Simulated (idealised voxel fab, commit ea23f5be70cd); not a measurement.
A process module follows: voxel gate over fins.
The width of the displayed cross-section, cut, is 295 nm; its cells are square, with a size of 5 nm.
The cross-sections in this document take the form of a grid made of square cells. They are written out as bands, in order from top to bottom. Each band consists of one or more rows of cells. For a band, the entry starts with two heights in nm, that of the top and then that of the bottom, and carries on with the band's materials in order from left to right, each alongside its width in nm; the word "throughout" beside a single material means it fills the band edge to edge, and "blank" means empty space. Height datum 0, below which the as-received substrate wafer is one material. Lowest band open at the bottom, running downward: "from 0 down". Width: "30->40" (first number = top row, second number = bottom row, same change from row to row of cells). Key: "no change" - step with no changed cell in the cross-section. Any empty space of 8 cells or more lacking an open way to the top shows up in "Closed internal voids" as width x height at distance, distance from the left edge, in nm. Note: text after step settings on the step line = simulator remark on that step. Steps that use a mask can have "overlay nm" on their line. It says how far the mask sat to the right of where it was meant to be. Negative means to the left. Read the rest as pairs. Take the cross-section before one process step, then the cross-section after it, which shows only down to the lowest band that changed. Under the pair, find the step between them and its settings. Bear in mind that pairs may come from different runs of this module on the same starting wafer: link a pair to the pair above it only where its entry headed "Pre-step snapshot" says to.
**Pre-step snapshot**
  from 15 to 10  95 nm blank | 45 nm TiAl | 15 nm blank | 45 nm TiAl | 95 nm blank
  from 10 to 5  95 nm blank | 5 nm TiAl | 35 nm TiN | 5 nm TiAl | 15 nm blank | 5 nm TiAl | 35 nm TiN | 5 nm TiAl | 95 nm blank
  from 5 to 0  100 nm TiAl | 5 nm TiN | 25 nm HfO2 | 5 nm TiN | 25 nm TiAl | 5 nm TiN | 25 nm HfO2 | 5 nm TiN | 100 nm TiAl
  from 0 to -5  105 nm TiN | 5 nm HfO2 | 15 nm Si | 5 nm HfO2 | 35 nm TiN | 5 nm HfO2 | 15 nm Si | 5 nm HfO2 | 105 nm TiN
  from -5 to -10  110 nm HfO2 | 15 nm Si | 45 nm HfO2 | 15 nm Si | 110 nm HfO2
  from -10 to -15  110 nm SiO2 | 15 nm Si | 45 nm SiO2 | 15 nm Si | 110 nm SiO2
  from -15 to -25  110 nm SiO2 | 15 nm Si | 15 nm SiO2 | 5 nm TiN | 5 nm W | 5 nm TiN | 15 nm SiO2 | 15 nm Si | 110 nm SiO2
  from -25 to -30  110 nm SiO2 | 15 nm Si | 15 nm SiO2 | 15 nm TiN | 15 nm SiO2 | 15 nm Si | 110 nm SiO2
  from -30 to -70  110 nm SiO2 | 15 nm Si | 45 nm SiO2 | 15 nm Si | 110 nm SiO2
  from -70 down  Si throughout
  Closed internal voids: none
**Resulting Structure**
  from 20 to 15  90 nm blank | 55 nm TiN | 5 nm blank | 55 nm TiN | 90 nm blank
  from 15 to 10  90 nm blank | 5 nm TiN | 45 nm TiAl | 5 nm TiN | 5 nm blank | 5 nm TiN | 45 nm TiAl | 5 nm TiN | 90 nm blank
  from 10 to 5  95 nm TiN | 5 nm TiAl | 35 nm TiN | 5 nm TiAl | 15 nm TiN | 5 nm TiAl | 35 nm TiN | 5 nm TiAl | 95 nm TiN
  Under the height 5 nothing was changed.
  Closed internal voids: none
Can you name the step between the two cross-sections above? It is CONFORMAL_DEP: material TiN, thk nm 5
Pre-step snapshot: no separate figure, the pair right above already shows it after its step.
**Resulting Structure**
  from 30 to 20  W throughout
  from 20 to 15  90 nm W | 55 nm TiN | 5 nm W | 55 nm TiN | 90 nm W
  from 15 to 10  90 nm W | 5 nm TiN | 45 nm TiAl | 5 nm TiN | 5 nm W | 5 nm TiN | 45 nm TiAl | 5 nm TiN | 90 nm W
  Under the height 10 nothing was changed.
  Closed internal voids: none
Can you name the step between the two cross-sections above? It is FILL_DEP: material W, thk nm 10
Pre-step snapshot: no separate figure, the pair right above already shows it after its step.
**Resulting Structure**
  from 25 to 20  W throughout
  Under the height 20 nothing was changed.
  Closed internal voids: none
Can you name the step between the two cross-sections above? It is CMP: height nm 25
Pre-step snapshot: no separate figure, the pair right above already shows it after its step.
**Resulting Structure**
  from 30 to 25  SiCN throughout
  Under the height 25 nothing was changed.
  Closed internal voids: none
Can you name the step between the two cross-sections above? It is CONFORMAL_DEP: material SiCN, thk nm 5
**Pre-step snapshot**
  from 10 to 5  100 nm blank | 35 nm TiN | 25 nm blank | 35 nm TiN | 100 nm blank
  from 5 to 0  100 nm blank | 5 nm TiN | 25 nm HfO2 | 5 nm TiN | 25 nm blank | 5 nm TiN | 25 nm HfO2 | 5 nm TiN | 100 nm blank
  from 0 to -5  105 nm TiN | 5 nm HfO2 | 15 nm Si | 5 nm HfO2 | 35 nm TiN | 5 nm HfO2 | 15 nm Si | 5 nm HfO2 | 105 nm TiN
  from -5 to -10  110 nm HfO2 | 15 nm Si | 45 nm HfO2 | 15 nm Si | 110 nm HfO2
  from -10 to -15  110 nm SiO2 | 15 nm Si | 45 nm SiO2 | 15 nm Si | 110 nm SiO2
  from -15 to -25  110 nm SiO2 | 15 nm Si | 15 nm SiO2 | 5 nm TiN | 5 nm W | 5 nm TiN | 15 nm SiO2 | 15 nm Si | 110 nm SiO2
  from -25 to -30  110 nm SiO2 | 15 nm Si | 15 nm SiO2 | 15 nm TiN | 15 nm SiO2 | 15 nm Si | 110 nm SiO2
  from -30 to -35  110 nm SiO2 | 15 nm Si | 45 nm SiO2 | 15 nm Si | 110 nm SiO2
  from -35 down  Si throughout
  Closed internal voids: none
**Resulting Structure**
  from 15 to 5  95 nm blank | 45 nm TiN | 15 nm blank | 45 nm TiN | 95 nm blank
  from 5 to 0  105 nm TiN | 25 nm HfO2 | 35 nm TiN | 25 nm HfO2 | 105 nm TiN
  Under the height 0 nothing was changed.
  Closed internal voids: none
Can you name the step between the two cross-sections above? It is CONFORMAL_DEP: material TiN, thk nm 5
Pre-step snapshot: no separate figure, the pair right above already shows it after its step.
**Resulting Structure**
  from 20 to 15  90 nm blank | 55 nm TiAl | 5 nm blank | 55 nm TiAl | 90 nm blank
  from 15 to 10  90 nm blank | 5 nm TiAl | 45 nm TiN | 5 nm TiAl | 5 nm blank | 5 nm TiAl | 45 nm TiN | 5 nm TiAl | 90 nm blank
  from 10 to 5  95 nm TiAl | 45 nm TiN | 15 nm TiAl | 45 nm TiN | 95 nm TiAl
  Under the height 5 nothing was changed.
  Closed internal voids: none
Can you name the step between the two cross-sections above? It is CONFORMAL_DEP: material TiAl, thk nm 5
Pre-step snapshot: no separate figure, the pair right above already shows it after its step.
**Resulting Structure**
  from 30 to 20  W throughout
  from 20 to 15  90 nm W | 55 nm TiAl | 5 nm W | 55 nm TiAl | 90 nm W
  from 15 to 10  90 nm W | 5 nm TiAl | 45 nm TiN | 5 nm TiAl | 5 nm W | 5 nm TiAl | 45 nm TiN | 5 nm TiAl | 90 nm W
  Under the height 10 nothing was changed.
  Closed internal voids: none
Can you name the step between the two cross-sections above? It is FILL_DEP: material W, thk nm 10
Pre-step snapshot: no separate figure, the pair right above already shows it after its step.
**Resulting Structure**
  from 25 to 20  W throughout
  Under the height 20 nothing was changed.
  Closed internal voids: none
Can you name the step between the two cross-sections above? It is CMP: height nm 25
Pre-step snapshot: no separate figure, the pair right above already shows it after its step.
**Resulting Structure**
  from 30 to 25  SiCN throughout
  Under the height 25 nothing was changed.
  Closed internal voids: none
Can you name the step between the two cross-sections above? It is CONFORMAL_DEP: material SiCN, thk nm 5
**Pre-step snapshot**
  from 30 to 20  W throughout
  from 20 to 15  90 nm W | 55 nm TiN | 5 nm W | 55 nm TiN | 90 nm W
  from 15 to 10  90 nm W | 5 nm TiN | 45 nm TiAl | 5 nm TiN | 5 nm W | 5 nm TiN | 45 nm TiAl | 5 nm TiN | 90 nm W
  from 10 to 5  95 nm TiN | 5 nm TiAl | 35 nm TiN | 5 nm TiAl | 15 nm TiN | 5 nm TiAl | 35 nm TiN | 5 nm TiAl | 95 nm TiN
  from 5 to 0  100 nm TiAl | 5 nm TiN | 25 nm HfO2 | 5 nm TiN | 25 nm TiAl | 5 nm TiN | 25 nm HfO2 | 5 nm TiN | 100 nm TiAl
  from 0 to -5  105 nm TiN | 5 nm HfO2 | 15 nm Si | 5 nm HfO2 | 35 nm TiN | 5 nm HfO2 | 15 nm Si | 5 nm HfO2 | 105 nm TiN
  from -5 to -10  110 nm HfO2 | 15 nm Si | 45 nm HfO2 | 15 nm Si | 110 nm HfO2
  from -10 to -15  110 nm SiO2 | 15 nm Si | 45 nm SiO2 | 15 nm Si | 110 nm SiO2
  from -15 to -25  110 nm SiO2 | 15 nm Si | 15 nm SiO2 | 5 nm TiN | 5 nm W | 5 nm TiN | 15 nm SiO2 | 15 nm Si | 110 nm SiO2
  from -25 to -30  110 nm SiO2 | 15 nm Si | 15 nm SiO2 | 15 nm TiN | 15 nm SiO2 | 15 nm Si | 110 nm SiO2
  from -30 to -35  110 nm SiO2 | 15 nm Si | 45 nm SiO2 | 15 nm Si | 110 nm SiO2
  from -35 down  Si throughout
  Closed internal voids: none
**Resulting Structure**
  from 20 to 15  90 nm W | 55 nm TiN | 5 nm W | 55 nm TiN | 90 nm W
  Under the height 15 nothing was changed.
  Closed internal voids: none
Can you name the step between the two cross-sections above? It is CMP: height nm 20
Pre-step snapshot: no separate figure, the pair right above already shows it after its step.
**Resulting Structure**
  from 25 to 20  SiCN throughout
  Under the height 20 nothing was changed.
  Closed internal voids: none
Can you name the step between the two cross-sections above? It is CONFORMAL_DEP: material SiCN, thk nm 5
**Pre-step snapshot**
  from 25 to 10  aC throughout
  from 10 to 0  110 nm SiO2 | 15 nm SiN | 45 nm SiO2 | 15 nm SiN | 110 nm SiO2
  from 0 to -35  110 nm SiO2 | 15 nm Si | 45 nm SiO2 | 15 nm Si | 110 nm SiO2
  from -35 down  Si throughout
  Closed internal voids: none
**Resulting Structure**
  from 55 to 25  135 nm resist | 25 nm blank | 135 nm resist
  Under the height 25 nothing was changed.
  Closed internal voids: none
Can you name the step between the two cross-sections above? It is PATTERN: tone open, mask id RAIL, material resist, width nm 25, thk nm 30, overlay nm 0
Pre-step snapshot: no separate figure, the pair right above already shows it after its step.
**Resulting Structure**
  from 40 to 25  135 nm resist | 25 nm blank | 135 nm resist
  from 25 to 10  135 nm aC | 25 nm blank | 135 nm aC
  Under the height 10 nothing was changed.
  Closed internal voids: none
Can you name the step between the two cross-sections above? It is DIRECTIONAL_ETCH: etch materials aC, depth nm 15
Pre-step snapshot: no separate figure, the pair right above already shows it after its step.
**Resulting Structure**
  from 25 to 10  135 nm aC | 25 nm blank | 135 nm aC
  Under the height 10 nothing was changed.
  Closed internal voids: none
Can you name the step between the two cross-sections above? It is STRIP: etch materials resist
Pre-step snapshot: no separate figure, the pair right above already shows it after its step.
**Resulting Structure**
  from 25 to 10  135 nm aC | 25 nm blank | 135 nm aC
  from 10 to 0  110 nm SiO2 | 15 nm SiN | 10 nm SiO2 | 25 nm blank | 10 nm SiO2 | 15 nm SiN | 110 nm SiO2
  from 0 to -30  110 nm SiO2 | 15 nm Si | 10 nm SiO2 | 25 nm blank | 10 nm SiO2 | 15 nm Si | 110 nm SiO2
  Under the height -30 nothing was changed.
  Closed internal voids: none
Can you name the step between the two cross-sections above? It is DIRECTIONAL_ETCH: etch materials SiO2, depth nm 40
Pre-step snapshot: no separate figure, the pair right above already shows it after its step.
**Resulting Structure**
  from 10 to 0  110 nm SiO2 | 15 nm SiN | 10 nm SiO2 | 25 nm blank | 10 nm SiO2 | 15 nm SiN | 110 nm SiO2
  Under the height 0 nothing was changed.
  Closed internal voids: none
Can you name the step between the two cross-sections above? It is STRIP: etch materials aC
Pre-step snapshot: no separate figure, the pair right above already shows it after its step.
**Resulting Structure**
  from 15 to 10  140 nm TiN | 15 nm blank | 140 nm TiN
  from 10 to 0  110 nm SiO2 | 15 nm SiN | 10 nm SiO2 | 5 nm TiN | 15 nm blank | 5 nm TiN | 10 nm SiO2 | 15 nm SiN | 110 nm SiO2
  from 0 to -25  110 nm SiO2 | 15 nm Si | 10 nm SiO2 | 5 nm TiN | 15 nm blank | 5 nm TiN | 10 nm SiO2 | 15 nm Si | 110 nm SiO2
  from -25 to -30  110 nm SiO2 | 15 nm Si | 10 nm SiO2 | 25 nm TiN | 10 nm SiO2 | 15 nm Si | 110 nm SiO2
  Under the height -30 nothing was changed.
  Closed internal voids: none
Can you name the step between the two cross-sections above? It is CONFORMAL_DEP: material TiN, thk nm 5
Pre-step snapshot: no separate figure, the pair right above already shows it after its step.
**Resulting Structure**
  from 25 to 15  W throughout
  from 15 to 10  140 nm TiN | 15 nm W | 140 nm TiN
  from 10 to 0  110 nm SiO2 | 15 nm SiN | 10 nm SiO2 | 5 nm TiN | 15 nm W | 5 nm TiN | 10 nm SiO2 | 15 nm SiN | 110 nm SiO2
  from 0 to -25  110 nm SiO2 | 15 nm Si | 10 nm SiO2 | 5 nm TiN | 15 nm W | 5 nm TiN | 10 nm SiO2 | 15 nm Si | 110 nm SiO2
  Under the height -25 nothing was changed.
  Closed internal voids: none
Can you name the step between the two cross-sections above? It is FILL_DEP: material W, thk nm 10
Pre-step snapshot: no separate figure, the pair right above already shows it after its step.
**Resulting Structure**
  from 10 to 0  110 nm SiO2 | 15 nm SiN | 10 nm SiO2 | 5 nm TiN | 15 nm W | 5 nm TiN | 10 nm SiO2 | 15 nm SiN | 110 nm SiO2
  Under the height 0 nothing was changed.
  Closed internal voids: none
Can you name the step between the two cross-sections above? It is CMP: height nm 10
Pre-step snapshot: no separate figure, the pair right above already shows it after its step.
**Resulting Structure**
  from 10 to 0  110 nm SiO2 | 15 nm SiN | 10 nm SiO2 | 25 nm blank | 10 nm SiO2 | 15 nm SiN | 110 nm SiO2
  from 0 to -15  110 nm SiO2 | 15 nm Si | 10 nm SiO2 | 25 nm blank | 10 nm SiO2 | 15 nm Si | 110 nm SiO2
  Under the height -15 nothing was changed.
  Closed internal voids: none
Can you name the step between the two cross-sections above? It is SELECTIVE_ETCH: etch materials W Ru TiN, depth nm 25
Pre-step snapshot: no separate figure, the pair right above already shows it after its step.
**Resulting Structure**
  from 15 to 10  SiO2 throughout
  from 10 to 0  110 nm SiO2 | 15 nm SiN | 45 nm SiO2 | 15 nm SiN | 110 nm SiO2
  from 0 to -15  110 nm SiO2 | 15 nm Si | 45 nm SiO2 | 15 nm Si | 110 nm SiO2
  Under the height -15 nothing was changed.
  Closed internal voids: none
Can you name the step between the two cross-sections above? It is FILL_DEP: material SiO2, thk nm 5
Pre-step snapshot: no separate figure, the pair right above already shows it after its step.
**Resulting Structure**
  from 10 to 0  110 nm SiO2 | 15 nm SiN | 45 nm SiO2 | 15 nm SiN | 110 nm SiO2
  Under the height 0 nothing was changed.
  Closed internal voids: none
Can you name the step between the two cross-sections above? It is CMP: height nm 10
Pre-step snapshot: no separate figure, the pair right above already shows it after its step.
**Resulting Structure**
  from 10 to 0  110 nm blank | 15 nm SiN | 45 nm blank | 15 nm SiN | 110 nm blank
  from 0 to -10  110 nm blank | 15 nm Si | 45 nm blank | 15 nm Si | 110 nm blank
  Under the height -10 nothing was changed.
  Closed internal voids: none
Can you name the step between the two cross-sections above? It is SELECTIVE_ETCH: etch materials SiO2, depth nm 20
Pre-step snapshot: no separate figure, the pair right above already shows it after its step.
**Resulting Structure**
  from 0 to -10  110 nm blank | 15 nm Si | 45 nm blank | 15 nm Si | 110 nm blank
  Under the height -10 nothing was changed.
  Closed internal voids: none
Can you name the step between the two cross-sections above? It is STRIP: etch materials SiN
Pre-step snapshot: no separate figure, the pair right above already shows it after its step.
**Resulting Structure**
  from 5 to 0  105 nm blank | 25 nm HfO2 | 35 nm blank | 25 nm HfO2 | 105 nm blank
  from 0 to -5  105 nm blank | 5 nm HfO2 | 15 nm Si | 5 nm HfO2 | 35 nm blank | 5 nm HfO2 | 15 nm Si | 5 nm HfO2 | 105 nm blank
  from -5 to -10  110 nm HfO2 | 15 nm Si | 45 nm HfO2 | 15 nm Si | 110 nm HfO2
  Under the height -10 nothing was changed.
  Closed internal voids: none
Can you name the step between the two cross-sections above? It is CONFORMAL_DEP: material HfO2, thk nm 5
Pre-step snapshot: no separate figure, the pair right above already shows it after its step.
**Resulting Structure**
  from 10 to 5  100 nm blank | 35 nm TiN | 25 nm blank | 35 nm TiN | 100 nm blank
  from 5 to 0  100 nm blank | 5 nm TiN | 25 nm HfO2 | 5 nm TiN | 25 nm blank | 5 nm TiN | 25 nm HfO2 | 5 nm TiN | 100 nm blank
  from 0 to -5  105 nm TiN | 5 nm HfO2 | 15 nm Si | 5 nm HfO2 | 35 nm TiN | 5 nm HfO2 | 15 nm Si | 5 nm HfO2 | 105 nm TiN
  Under the height -5 nothing was changed.
  Closed internal voids: none
Can you name the step between the two cross-sections above? It is CONFORMAL_DEP: material TiN, thk nm 5
Pre-step snapshot: no separate figure, the pair right above already shows it after its step.
**Resulting Structure**
  from 15 to 10  95 nm blank | 45 nm TiAl | 15 nm blank | 45 nm TiAl | 95 nm blank
  from 10 to 5  95 nm blank | 5 nm TiAl | 35 nm TiN | 5 nm TiAl | 15 nm blank | 5 nm TiAl | 35 nm TiN | 5 nm TiAl | 95 nm blank
  from 5 to 0  100 nm TiAl | 5 nm TiN | 25 nm HfO2 | 5 nm TiN | 25 nm TiAl | 5 nm TiN | 25 nm HfO2 | 5 nm TiN | 100 nm TiAl
  Under the height 0 nothing was changed.
  Closed internal voids: none
Can you name the step between the two cross-sections above? It is CONFORMAL_DEP: material TiAl, thk nm 5
Pre-step snapshot: no separate figure, the pair right above already shows it after its step.
**Resulting Structure**
  from 20 to 15  90 nm blank | 55 nm TiN | 5 nm blank | 55 nm TiN | 90 nm blank
  from 15 to 10  90 nm blank | 5 nm TiN | 45 nm TiAl | 5 nm TiN | 5 nm blank | 5 nm TiN | 45 nm TiAl | 5 nm TiN | 90 nm blank
  from 10 to 5  95 nm TiN | 5 nm TiAl | 35 nm TiN | 5 nm TiAl | 15 nm TiN | 5 nm TiAl | 35 nm TiN | 5 nm TiAl | 95 nm TiN
  Under the height 5 nothing was changed.
  Closed internal voids: none
Can you name the step between the two cross-sections above? It is CONFORMAL_DEP: material TiN, thk nm 5
Pre-step snapshot: no separate figure, the pair right above already shows it after its step.
**Resulting Structure**
  from 30 to 20  W throughout
  from 20 to 15  90 nm W | 55 nm TiN | 5 nm W | 55 nm TiN | 90 nm W
  from 15 to 10  90 nm W | 5 nm TiN | 45 nm TiAl | 5 nm TiN | 5 nm W | 5 nm TiN | 45 nm TiAl | 5 nm TiN | 90 nm W
  Under the height 10 nothing was changed.
  Closed internal voids: none
Can you name the step between the two cross-sections above? It is FILL_DEP: material W, thk nm 10
Pre-step snapshot: no separate figure, the pair right above already shows it after its step.
**Resulting Structure**
  from 25 to 20  W throughout
  Under the height 20 nothing was changed.
  Closed internal voids: none
Can you name the step between the two cross-sections above? It is CMP: height nm 25
Pre-step snapshot: no separate figure, the pair right above already shows it after its step.
**Resulting Structure**
  from 30 to 25  SiCN throughout
  Under the height 25 nothing was changed.
  Closed internal voids: none
Can you name the step between the two cross-sections above? It is CONFORMAL_DEP: material SiCN, thk nm 5
**Pre-step snapshot**
  from 25 to 10  aC throughout
  from 10 to 0  SiN throughout
  from 0 down  Si throughout
  Closed internal voids: none
**Resulting Structure**
  from 55 to 25  115 nm blank | 15 nm resist | 45 nm blank | 15 nm resist | 105 nm blank
  Under the height 25 nothing was changed.
  Closed internal voids: none
Can you name the step between the two cross-sections above? It is PATTERN: tone cover, mask id FINS, material resist, width nm 15, pitch nm 60, thk nm 30, overlay nm 5
Pre-step snapshot: no separate figure, the pair right above already shows it after its step.
**Resulting Structure**
  from 40 to 25  115 nm blank | 15 nm resist | 45 nm blank | 15 nm resist | 105 nm blank
  from 25 to 10  115 nm blank | 15 nm aC | 45 nm blank | 15 nm aC | 105 nm blank
  Under the height 10 nothing was changed.
  Closed internal voids: none
Can you name the step between the two cross-sections above? It is DIRECTIONAL_ETCH: etch materials aC, depth nm 15
Pre-step snapshot: no separate figure, the pair right above already shows it after its step.
**Resulting Structure**
  from 25 to 10  115 nm blank | 15 nm aC | 45 nm blank | 15 nm aC | 105 nm blank
  Under the height 10 nothing was changed.
  Closed internal voids: none
Can you name the step between the two cross-sections above? It is STRIP: etch materials resist
Pre-step snapshot: no separate figure, the pair right above already shows it after its step.
**Resulting Structure**
  from 25 to 10  115 nm blank | 15 nm aC | 45 nm blank | 15 nm aC | 105 nm blank
  from 10 to 0  115 nm blank | 15 nm SiN | 45 nm blank | 15 nm SiN | 105 nm blank
  Under the height 0 nothing was changed.
  Closed internal voids: none
Can you name the step between the two cross-sections above? It is DIRECTIONAL_ETCH: etch materials SiN, depth nm 10
Pre-step snapshot: no separate figure, the pair right above already shows it after its step.
**Resulting Structure**
  from 25 to 10  115 nm blank | 15 nm aC | 45 nm blank | 15 nm aC | 105 nm blank
  from 10 to 0  115 nm blank | 15 nm SiN | 45 nm blank | 15 nm SiN | 105 nm blank
  from 0 to -35  115 nm blank | 15 nm Si | 45 nm blank | 15 nm Si | 105 nm blank
  Under the height -35 nothing was changed.
  Closed internal voids: none
Can you name the step between the two cross-sections above? It is DIRECTIONAL_ETCH: etch materials Si, depth nm 35
Pre-step snapshot: no separate figure, the pair right above already shows it after its step.
**Resulting Structure**
  from 10 to 0  115 nm blank | 15 nm SiN | 45 nm blank | 15 nm SiN | 105 nm blank
  Under the height 0 nothing was changed.
  Closed internal voids: none
Can you name the step between the two cross-sections above? It is STRIP: etch materials aC
Pre-step snapshot: no separate figure, the pair right above already shows it after its step.
**Resulting Structure**
  from 25 to 10  SiO2 throughout
  from 10 to 0  115 nm SiO2 | 15 nm SiN | 45 nm SiO2 | 15 nm SiN | 105 nm SiO2
  from 0 to -35  115 nm SiO2 | 15 nm Si | 45 nm SiO2 | 15 nm Si | 105 nm SiO2
  Under the height -35 nothing was changed.
  Closed internal voids: none
Can you name the step between the two cross-sections above? It is FILL_DEP: material SiO2, thk nm 15
Pre-step snapshot: no separate figure, the pair right above already shows it after its step.
**Resulting Structure**
  from 10 to 0  115 nm SiO2 | 15 nm SiN | 45 nm SiO2 | 15 nm SiN | 105 nm SiO2
  Under the height 0 nothing was changed.
  Closed internal voids: none
Can you name the step between the two cross-sections above? It is CMP: height nm 10
Pre-step snapshot: no separate figure, the pair right above already shows it after its step.
**Resulting Structure**
  from 25 to 10  aC throughout
  Under the height 10 nothing was changed.
  Closed internal voids: none
Can you name the step between the two cross-sections above? It is DIRECTIONAL_DEP: material aC, thk nm 15
Pre-step snapshot: no separate figure, the pair right above already shows it after its step.
**Resulting Structure**
  from 55 to 25  140 nm resist | 15 nm blank | 140 nm resist
  Under the height 25 nothing was changed.
  Closed internal voids: none
Can you name the step between the two cross-sections above? It is PATTERN: tone open, mask id RAIL, material resist, width nm 15, thk nm 30, overlay nm 0
Pre-step snapshot: no separate figure, the pair right above already shows it after its step.
**Resulting Structure**
  from 40 to 25  140 nm resist | 15 nm blank | 140 nm resist
  from 25 to 10  140 nm aC | 15 nm blank | 140 nm aC
  Under the height 10 nothing was changed.
  Closed internal voids: none
Can you name the step between the two cross-sections above? It is DIRECTIONAL_ETCH: etch materials aC, depth nm 15
Pre-step snapshot: no separate figure, the pair right above already shows it after its step.
**Resulting Structure**
  from 25 to 10  140 nm aC | 15 nm blank | 140 nm aC
  Under the height 10 nothing was changed.
  Closed internal voids: none
Can you name the step between the two cross-sections above? It is STRIP: etch materials resist
Pre-step snapshot: no separate figure, the pair right above already shows it after its step.
**Resulting Structure**
  from 25 to 10  140 nm aC | 15 nm blank | 140 nm aC
  from 10 to 0  115 nm SiO2 | 15 nm SiN | 10 nm SiO2 | 15 nm blank | 20 nm SiO2 | 15 nm SiN | 105 nm SiO2
  from 0 to -30  115 nm SiO2 | 15 nm Si | 10 nm SiO2 | 15 nm blank | 20 nm SiO2 | 15 nm Si | 105 nm SiO2
  Under the height -30 nothing was changed.
  Closed internal voids: none
Can you name the step between the two cross-sections above? It is DIRECTIONAL_ETCH: etch materials SiO2, depth nm 40
Pre-step snapshot: no separate figure, the pair right above already shows it after its step.
**Resulting Structure**
  from 10 to 0  115 nm SiO2 | 15 nm SiN | 10 nm SiO2 | 15 nm blank | 20 nm SiO2 | 15 nm SiN | 105 nm SiO2
  Under the height 0 nothing was changed.
  Closed internal voids: none
Can you name the step between the two cross-sections above? It is STRIP: etch materials aC
Pre-step snapshot: no separate figure, the pair right above already shows it after its step.
**Resulting Structure**
  from 15 to 10  145 nm TiN | 5 nm blank | 145 nm TiN
  from 10 to 0  115 nm SiO2 | 15 nm SiN | 10 nm SiO2 | 5 nm TiN | 5 nm blank | 5 nm TiN | 20 nm SiO2 | 15 nm SiN | 105 nm SiO2
  from 0 to -25  115 nm SiO2 | 15 nm Si | 10 nm SiO2 | 5 nm TiN | 5 nm blank | 5 nm TiN | 20 nm SiO2 | 15 nm Si | 105 nm SiO2
  from -25 to -30  115 nm SiO2 | 15 nm Si | 10 nm SiO2 | 15 nm TiN | 20 nm SiO2 | 15 nm Si | 105 nm SiO2
  Under the height -30 nothing was changed.
  Closed internal voids: none
Can you name the step between the two cross-sections above? It is CONFORMAL_DEP: material TiN, thk nm 5
Pre-step snapshot: no separate figure, the pair right above already shows it after its step.
**Resulting Structure**
  from 25 to 15  W throughout
  from 15 to 10  145 nm TiN | 5 nm W | 145 nm TiN
  from 10 to 0  115 nm SiO2 | 15 nm SiN | 10 nm SiO2 | 5 nm TiN | 5 nm W | 5 nm TiN | 20 nm SiO2 | 15 nm SiN | 105 nm SiO2
  from 0 to -25  115 nm SiO2 | 15 nm Si | 10 nm SiO2 | 5 nm TiN | 5 nm W | 5 nm TiN | 20 nm SiO2 | 15 nm Si | 105 nm SiO2
  Under the height -25 nothing was changed.
  Closed internal voids: none
Can you name the step between the two cross-sections above? It is FILL_DEP: material W, thk nm 10
Pre-step snapshot: no separate figure, the pair right above already shows it after its step.
**Resulting Structure**
  from 10 to 0  115 nm SiO2 | 15 nm SiN | 10 nm SiO2 | 5 nm TiN | 5 nm W | 5 nm TiN | 20 nm SiO2 | 15 nm SiN | 105 nm SiO2
  Under the height 0 nothing was changed.
  Closed internal voids: none
Can you name the step between the two cross-sections above? It is CMP: height nm 10
Pre-step snapshot: no separate figure, the pair right above already shows it after its step.
**Resulting Structure**
  from 10 to 0  115 nm SiO2 | 15 nm SiN | 10 nm SiO2 | 15 nm blank | 20 nm SiO2 | 15 nm SiN | 105 nm SiO2
  from 0 to -15  115 nm SiO2 | 15 nm Si | 10 nm SiO2 | 15 nm blank | 20 nm SiO2 | 15 nm Si | 105 nm SiO2
  Under the height -15 nothing was changed.
  Closed internal voids: none
Can you name the step between the two cross-sections above? It is SELECTIVE_ETCH: etch materials W Ru TiN, depth nm 25
Pre-step snapshot: no separate figure, the pair right above already shows it after its step.
**Resulting Structure**
  from 15 to 10  SiO2 throughout
  from 10 to 0  115 nm SiO2 | 15 nm SiN | 45 nm SiO2 | 15 nm SiN | 105 nm SiO2
  from 0 to -15  115 nm SiO2 | 15 nm Si | 45 nm SiO2 | 15 nm Si | 105 nm SiO2
  Under the height -15 nothing was changed.
  Closed internal voids: none
Can you name the step between the two cross-sections above? It is FILL_DEP: material SiO2, thk nm 5
Pre-step snapshot: no separate figure, the pair right above already shows it after its step.
**Resulting Structure**
  from 10 to 0  115 nm SiO2 | 15 nm SiN | 45 nm SiO2 | 15 nm SiN | 105 nm SiO2
  Under the height 0 nothing was changed.
  Closed internal voids: none
Can you name the step between the two cross-sections above? It is CMP: height nm 10
Pre-step snapshot: no separate figure, the pair right above already shows it after its step.
**Resulting Structure**
  from 10 to 0  115 nm blank | 15 nm SiN | 45 nm blank | 15 nm SiN | 105 nm blank
  from 0 to -10  115 nm blank | 15 nm Si | 45 nm blank | 15 nm Si | 105 nm blank
  Under the height -10 nothing was changed.
  Closed internal voids: none
Can you name the step between the two cross-sections above? It is SELECTIVE_ETCH: etch materials SiO2, depth nm 20
Pre-step snapshot: no separate figure, the pair right above already shows it after its step.
**Resulting Structure**
  from 0 to -10  115 nm blank | 15 nm Si | 45 nm blank | 15 nm Si | 105 nm blank
  Under the height -10 nothing was changed.
  Closed internal voids: none
Can you name the step between the two cross-sections above? It is STRIP: etch materials SiN
Pre-step snapshot: no separate figure, the pair right above already shows it after its step.
**Resulting Structure**
  from 5 to 0  110 nm blank | 25 nm HfO2 | 35 nm blank | 25 nm HfO2 | 100 nm blank
  from 0 to -5  110 nm blank | 5 nm HfO2 | 15 nm Si | 5 nm HfO2 | 35 nm blank | 5 nm HfO2 | 15 nm Si | 5 nm HfO2 | 100 nm blank
  from -5 to -10  115 nm HfO2 | 15 nm Si | 45 nm HfO2 | 15 nm Si | 105 nm HfO2
  Under the height -10 nothing was changed.
  Closed internal voids: none
Can you name the step between the two cross-sections above? It is CONFORMAL_DEP: material HfO2, thk nm 5
Pre-step snapshot: no separate figure, the pair right above already shows it after its step.
**Resulting Structure**
  from 10 to 5  105 nm blank | 35 nm TiN | 25 nm blank | 35 nm TiN | 95 nm blank
  from 5 to 0  105 nm blank | 5 nm TiN | 25 nm HfO2 | 5 nm TiN | 25 nm blank | 5 nm TiN | 25 nm HfO2 | 5 nm TiN | 95 nm blank
  from 0 to -5  110 nm TiN | 5 nm HfO2 | 15 nm Si | 5 nm HfO2 | 35 nm TiN | 5 nm HfO2 | 15 nm Si | 5 nm HfO2 | 100 nm TiN
  Under the height -5 nothing was changed.
  Closed internal voids: none
Can you name the step between the two cross-sections above? It is CONFORMAL_DEP: material TiN, thk nm 5
Pre-step snapshot: no separate figure, the pair right above already shows it after its step.
**Resulting Structure**
  from 15 to 10  100 nm blank | 45 nm TiAl | 15 nm blank | 45 nm TiAl | 90 nm blank
  from 10 to 5  100 nm blank | 5 nm TiAl | 35 nm TiN | 5 nm TiAl | 15 nm blank | 5 nm TiAl | 35 nm TiN | 5 nm TiAl | 90 nm blank
  from 5 to 0  105 nm TiAl | 5 nm TiN | 25 nm HfO2 | 5 nm TiN | 25 nm TiAl | 5 nm TiN | 25 nm HfO2 | 5 nm TiN | 95 nm TiAl
  Under the height 0 nothing was changed.
  Closed internal voids: none
Can you name the step between the two cross-sections above? It is CONFORMAL_DEP: material TiAl, thk nm 5
